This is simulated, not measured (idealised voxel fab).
process module | voxel gate over fins
cross-section cut | 220 nm wide | cells 5 nm
A cross-section is a grid of square cells, given in bands from the top down. A band is one or more rows of cells.
Each band's line starts with the height of the band's top and of its bottom, in nm. Then come its materials from left to right, each with its width in nm. One material with "throughout" fills the band from edge to edge. "air" is empty space.
Height 0 is the level under which the wafer as received is all one material. The lowest band goes on downwards, as in "0 down".
A width such as "30 to 40" changes by the same amount from each row of cells to the next, from the band's top row to its bottom row.
"no change" after a step means that no cell of the cross-section changed.
closed voids: empty space of 8 cells or more with no open way to the top, each as width x height at its distance from the left edge, in nm
after a step's settings: what the simulator itself notes on the step
overlay nm, on a step with a mask: how far to the right of its planned place the mask lay; to the left if negative
plan
1 op RECEIVE | material Si
2 op CONFORMAL_DEP | material SiN | thk nm 10
3 op DIRECTIONAL_DEP | material aC | thk nm 15
4 op PATTERN | tone cover | mask id FINS | material resist | width nm 15 | pitch nm 45 | thk nm 30 | overlay nm 0
5 op DIRECTIONAL_ETCH | etch materials aC | depth nm 15
6 op STRIP | etch materials resist
7 op DIRECTIONAL_ETCH | etch materials SiN | depth nm 10
8 op DIRECTIONAL_ETCH | etch materials Si | depth nm 30
9 op STRIP | etch materials aC
10 op FILL_DEP | material SiO2 | thk nm 5
11 op CMP | height nm 10
12 op SELECTIVE_ETCH | etch materials SiO2 | depth nm 20
13 op STRIP | etch materials SiN
14 op CONFORMAL_DEP | material HfO2 | thk nm 5
15 op CONFORMAL_DEP | material TiN | thk nm 5
16 op FILL_DEP | material W | thk nm 10
17 op CMP | height nm 15
18 op CONFORMAL_DEP | material SiCN | thk nm 10
first wafer, as planned
as received, after step 1
  0 down: Si throughout
  closed voids: none
after step 2
  10 to 0: SiN throughout
  below 0: unchanged
after step 3
  25 to 10: aC throughout
  below 10: unchanged
after step 4
  55 to 25: air 55 | resist 15 | air 30 | resist 15 | air 30 | resist 15 | air 60
  below 25: unchanged
after step 5
  40 to 25: air 55 | resist 15 | air 30 | resist 15 | air 30 | resist 15 | air 60
  25 to 10: air 55 | aC 15 | air 30 | aC 15 | air 30 | aC 15 | air 60
  below 10: unchanged
after step 6
  25 to 10: air 55 | aC 15 | air 30 | aC 15 | air 30 | aC 15 | air 60
  below 10: unchanged
after step 7
  25 to 10: air 55 | aC 15 | air 30 | aC 15 | air 30 | aC 15 | air 60
  10 to 0: air 55 | SiN 15 | air 30 | SiN 15 | air 30 | SiN 15 | air 60
  below 0: unchanged
after step 8
  25 to 10: air 55 | aC 15 | air 30 | aC 15 | air 30 | aC 15 | air 60
  10 to 0: air 55 | SiN 15 | air 30 | SiN 15 | air 30 | SiN 15 | air 60
  0 to -30: air 55 | Si 15 | air 30 | Si 15 | air 30 | Si 15 | air 60
  below -30: unchanged
after step 9
  10 to 0: air 55 | SiN 15 | air 30 | SiN 15 | air 30 | SiN 15 | air 60
  below 0: unchanged
after step 10
  15 to 10: SiO2 throughout
  10 to 0: SiO2 55 | SiN 15 | SiO2 30 | SiN 15 | SiO2 30 | SiN 15 | SiO2 60
  0 to -30: SiO2 55 | Si 15 | SiO2 30 | Si 15 | SiO2 30 | Si 15 | SiO2 60
  below -30: unchanged
after step 11
  10 to 0: SiO2 55 | SiN 15 | SiO2 30 | SiN 15 | SiO2 30 | SiN 15 | SiO2 60
  below 0: unchanged
after step 12
  10 to 0: air 55 | SiN 15 | air 30 | SiN 15 | air 30 | SiN 15 | air 60
  0 to -10: air 55 | Si 15 | air 30 | Si 15 | air 30 | Si 15 | air 60
  below -10: unchanged
after step 13
  0 to -10: air 55 | Si 15 | air 30 | Si 15 | air 30 | Si 15 | air 60
  below -10: unchanged
after step 14
  5 to 0: air 50 | HfO2 25 | air 20 | HfO2 25 | air 20 | HfO2 25 | air 55
  0 to -5: air 50 | HfO2 5 | Si 15 | HfO2 5 | air 20 | HfO2 5 | Si 15 | HfO2 5 | air 20 | HfO2 5 | Si 15 | HfO2 5 | air 55
  -5 to -10: HfO2 55 | Si 15 | HfO2 30 | Si 15 | HfO2 30 | Si 15 | HfO2 60
  below -10: unchanged
after step 15
  10 to 5: air 45 | TiN 35 | air 10 | TiN 35 | air 10 | TiN 35 | air 50
  5 to 0: air 45 | TiN 5 | HfO2 25 | TiN 5 | air 10 | TiN 5 | HfO2 25 | TiN 5 | air 10 | TiN 5 | HfO2 25 | TiN 5 | air 50
  0 to -5: TiN 50 | HfO2 5 | Si 15 | HfO2 5 | TiN 20 | HfO2 5 | Si 15 | HfO2 5 | TiN 20 | HfO2 5 | Si 15 | HfO2 5 | TiN 55
  below -5: unchanged
after step 16
  20 to 10: W throughout
  10 to 5: W 45 | TiN 35 | W 10 | TiN 35 | W 10 | TiN 35 | W 50
  5 to 0: W 45 | TiN 5 | HfO2 25 | TiN 5 | W 10 | TiN 5 | HfO2 25 | TiN 5 | W 10 | TiN 5 | HfO2 25 | TiN 5 | W 50
  below 0: unchanged
after step 17
  15 to 10: W throughout
  below 10: unchanged
after step 18
  25 to 15: SiCN throughout
  below 15: unchanged
second wafer: like start, like plan, one mistake. Through step 11 it matches the first wafer
when step 12 should have ended
  10 to 0: SiO2 55 | air 15 | SiO2 30 | air 15 | SiO2 30 | air 15 | SiO2 60
  below 0: unchanged
when step 13 should have ended
  0 to -10: air 55 | Si 15 | air 30 | Si 15 | air 30 | Si 15 | air 60
  -10 to -20: SiO2 35 | air 20 | Si 15 | air 30 | Si 15 | air 30 | Si 15 | air 20 | SiO2 40
  below -20: unchanged
when step 14 should have ended
  5 to 0: air 50 | HfO2 25 | air 20 | HfO2 25 | air 20 | HfO2 25 | air 55
  0 to -5: air 50 | HfO2 5 | Si 15 | HfO2 5 | air 20 | HfO2 5 | Si 15 | HfO2 5 | air 20 | HfO2 5 | Si 15 | HfO2 5 | air 55
  -5 to -10: HfO2 40 | air 10 | HfO2 5 | Si 15 | HfO2 5 | air 20 | HfO2 5 | Si 15 | HfO2 5 | air 20 | HfO2 5 | Si 15 | HfO2 5 | air 10 | HfO2 45
  -10 to -15: SiO2 35 | HfO2 5 | air 10 | HfO2 5 | Si 15 | HfO2 5 | air 20 | HfO2 5 | Si 15 | HfO2 5 | air 20 | HfO2 5 | Si 15 | HfO2 5 | air 10 | HfO2 5 | SiO2 40
  -15 to -20: SiO2 35 | HfO2 20 | Si 15 | HfO2 30 | Si 15 | HfO2 30 | Si 15 | HfO2 20 | SiO2 40
  below -20: unchanged
when step 15 should have ended
  10 to 5: air 45 | TiN 35 | air 10 | TiN 35 | air 10 | TiN 35 | air 50
  5 to 0: air 45 | TiN 5 | HfO2 25 | TiN 5 | air 10 | TiN 5 | HfO2 25 | TiN 5 | air 10 | TiN 5 | HfO2 25 | TiN 5 | air 50
  0 to -5: TiN 50 | HfO2 5 | Si 15 | HfO2 5 | TiN 5 | air 10 | TiN 5 | HfO2 5 | Si 15 | HfO2 5 | TiN 5 | air 10 | TiN 5 | HfO2 5 | Si 15 | HfO2 5 | TiN 55
  -5 to -10: HfO2 40 | TiN 10 | HfO2 5 | Si 15 | HfO2 5 | TiN 5 | air 10 | TiN 5 | HfO2 5 | Si 15 | HfO2 5 | TiN 5 | air 10 | TiN 5 | HfO2 5 | Si 15 | HfO2 5 | TiN 10 | HfO2 45
  -10 to -15: SiO2 35 | HfO2 5 | TiN 10 | HfO2 5 | Si 15 | HfO2 5 | TiN 20 | HfO2 5 | Si 15 | HfO2 5 | TiN 20 | HfO2 5 | Si 15 | HfO2 5 | TiN 10 | HfO2 5 | SiO2 40
  below -15: unchanged
when step 16 should have ended
  20 to 10: W throughout
  10 to 5: W 45 | TiN 35 | W 10 | TiN 35 | W 10 | TiN 35 | W 50
  5 to 0: W 45 | TiN 5 | HfO2 25 | TiN 5 | W 10 | TiN 5 | HfO2 25 | TiN 5 | W 10 | TiN 5 | HfO2 25 | TiN 5 | W 50
  0 to -5: TiN 50 | HfO2 5 | Si 15 | HfO2 5 | TiN 5 | W 10 | TiN 5 | HfO2 5 | Si 15 | HfO2 5 | TiN 5 | W 10 | TiN 5 | HfO2 5 | Si 15 | HfO2 5 | TiN 55
  -5 to -10: HfO2 40 | TiN 10 | HfO2 5 | Si 15 | HfO2 5 | TiN 5 | W 10 | TiN 5 | HfO2 5 | Si 15 | HfO2 5 | TiN 5 | W 10 | TiN 5 | HfO2 5 | Si 15 | HfO2 5 | TiN 10 | HfO2 45
  below -10: unchanged
when step 17 should have ended
  15 to 10: W throughout
  below 10: unchanged
when step 18 should have ended
  25 to 15: SiCN throughout
  below 15: unchanged
what went wrong: steps 12 and 13 were swapped
at the end the second wafer has, in cells: 16 more of HfO2 | 40 fewer of SiO2 | 16 more of TiN | 8 more of W
